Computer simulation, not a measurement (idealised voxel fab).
process module | voxel self aligned contacts
cross-section cut | 175 nm wide | cells 5 nm
A cross-section is a grid of square cells, given in bands from the top down. A band is one or more rows of cells.
Each band's line starts with the height of the band's top and of its bottom, in nm. Then come its materials from left to right, each with its width in nm. One material with "throughout" fills the band from edge to edge. "air" is empty space.
Height 0 is the level under which the wafer as received is all one material. The lowest band goes on downwards, as in "0 down".
A width such as "30 to 40" changes by the same amount from each row of cells to the next, from the band's top row to its bottom row.
"no change" after a step means that no cell of the cross-section changed.
closed voids: empty space of 8 cells or more with no open way to the top, each as width x height at its distance from the left edge, in nm
after a step's settings: what the simulator itself notes on the step
overlay nm, on a step with a mask: how far to the right of its planned place the mask lay; to the left if negative
plan
1 op RECEIVE | material Si
2 op OXIDIZE | depth nm 5
3 op DIRECTIONAL_DEP | material polySi | thk nm 25
4 op DIRECTIONAL_DEP | material SiN | thk nm 20
5 op MASKED_ETCH | tone cover | mask id GATE | width nm 25 | pitch nm 65 | etch materials SiN | depth nm 20 | overlay nm 0
6 op MASKED_ETCH | tone cover | mask id GATE | width nm 25 | pitch nm 65 | etch materials polySi | depth nm 25 | overlay nm 0
7 op CONFORMAL_DEP | material SiN | thk nm 10
8 op DIRECTIONAL_ETCH | etch materials SiN | depth nm 10
9 op FILL_DEP | material SiO2 | thk nm 10
10 op CMP | height nm 50
11 op PATTERN | tone open | mask id CONTACT | material resist | width nm 50 | thk nm 15 | overlay nm 0
12 op DIRECTIONAL_ETCH | etch materials SiO2 | depth nm 55
13 op STRIP | etch materials resist
14 op CONFORMAL_DEP | material TiN | thk nm 5
15 op FILL_DEP | material W | thk nm 10
16 op CMP | height nm 50
17 op CONFORMAL_DEP | material SiCN | thk nm 5
first wafer, as planned
as received, after step 1
  0 down: Si throughout
  closed voids: none
after step 2
  0 to -5: SiO2 throughout
  below -5: unchanged
after step 3
  25 to 0: polySi throughout
  below 0: unchanged
after step 4
  45 to 25: SiN throughout
  below 25: unchanged
after step 5
  45 to 25: air 40 | SiN 25 | air 40 | SiN 25 | air 45
  below 25: unchanged
after step 6
  45 to 25: air 40 | SiN 25 | air 40 | SiN 25 | air 45
  25 to 0: air 40 | polySi 25 | air 40 | polySi 25 | air 45
  below 0: unchanged
after step 7
  55 to 25: air 30 | SiN 45 | air 20 | SiN 45 | air 35
  25 to 10: air 30 | SiN 10 | polySi 25 | SiN 10 | air 20 | SiN 10 | polySi 25 | SiN 10 | air 35
  10 to 0: SiN 40 | polySi 25 | SiN 40 | polySi 25 | SiN 45
  below 0: unchanged
after step 8
  45 to 25: air 30 | SiN 45 | air 20 | SiN 45 | air 35
  25 to 0: air 30 | SiN 10 | polySi 25 | SiN 10 | air 20 | SiN 10 | polySi 25 | SiN 10 | air 35
  below 0: unchanged
after step 9
  55 to 45: SiO2 throughout
  45 to 25: SiO2 30 | SiN 45 | SiO2 20 | SiN 45 | SiO2 35
  25 to 0: SiO2 30 | SiN 10 | polySi 25 | SiN 10 | SiO2 20 | SiN 10 | polySi 25 | SiN 10 | SiO2 35
  below 0: unchanged
after step 10
  50 to 45: SiO2 throughout
  below 45: unchanged
after step 11
  65 to 50: resist 60 | air 50 | resist 65
  below 50: unchanged
after step 12
  65 to 50: resist 60 | air 50 | resist 65
  50 to 45: SiO2 60 | air 50 | SiO2 65
  45 to 25: SiO2 30 | SiN 45 | air 20 | SiN 45 | SiO2 35
  25 to 0: SiO2 30 | SiN 10 | polySi 25 | SiN 10 | air 20 | SiN 10 | polySi 25 | SiN 10 | SiO2 35
  0 to -5: SiO2 75 | air 20 | SiO2 80
  below -5: unchanged
after step 13
  50 to 45: SiO2 60 | air 50 | SiO2 65
  below 45: unchanged
after step 14
  55 to 50: TiN 65 | air 40 | TiN 70
  50 to 45: SiO2 60 | TiN 20 | air 10 | TiN 20 | SiO2 65
  45 to 25: SiO2 30 | SiN 45 | TiN 5 | air 10 | TiN 5 | SiN 45 | SiO2 35
  25 to 0: SiO2 30 | SiN 10 | polySi 25 | SiN 10 | TiN 5 | air 10 | TiN 5 | SiN 10 | polySi 25 | SiN 10 | SiO2 35
  0 to -5: SiO2 75 | TiN 20 | SiO2 80
  below -5: unchanged
after step 15
  65 to 55: W throughout
  55 to 50: TiN 65 | W 40 | TiN 70
  50 to 45: SiO2 60 | TiN 20 | W 10 | TiN 20 | SiO2 65
  45 to 25: SiO2 30 | SiN 45 | TiN 5 | W 10 | TiN 5 | SiN 45 | SiO2 35
  25 to 0: SiO2 30 | SiN 10 | polySi 25 | SiN 10 | TiN 5 | W 10 | TiN 5 | SiN 10 | polySi 25 | SiN 10 | SiO2 35
  below 0: unchanged
after step 16
  50 to 45: SiO2 60 | TiN 20 | W 10 | TiN 20 | SiO2 65
  below 45: unchanged
after step 17
  55 to 50: SiCN throughout
  below 50: unchanged
second wafer: like start, like plan, one mistake. Through step 8 it matches the first wafer
when step 9 should have ended
  55 to 25: SiN throughout
  25 to 0: SiN 40 | polySi 25 | SiN 40 | polySi 25 | SiN 45
  below 0: unchanged
when step 10 should have ended
  50 to 25: SiN throughout
  below 25: unchanged
when step 11 should have ended
  65 to 50: resist 60 | air 50 | resist 65
  below 50: unchanged
when step 12 should have ended: no change
when step 13 should have ended
  50 to 25: SiN throughout
  below 25: unchanged
when step 14 should have ended
  55 to 50: TiN throughout
  below 50: unchanged
when step 15 should have ended
  65 to 55: W throughout
  below 55: unchanged
when step 16 should have ended
  50 to 25: SiN throughout
  below 25: unchanged
when step 17 should have ended
  55 to 50: SiCN throughout
  below 50: unchanged
what went wrong: step 9 ran as: op FILL_DEP | material SiN | thk nm 10
at the end the second wafer has, in cells: 188 more of SiN | 138 fewer of SiO2 | 30 fewer of TiN | 20 fewer of W
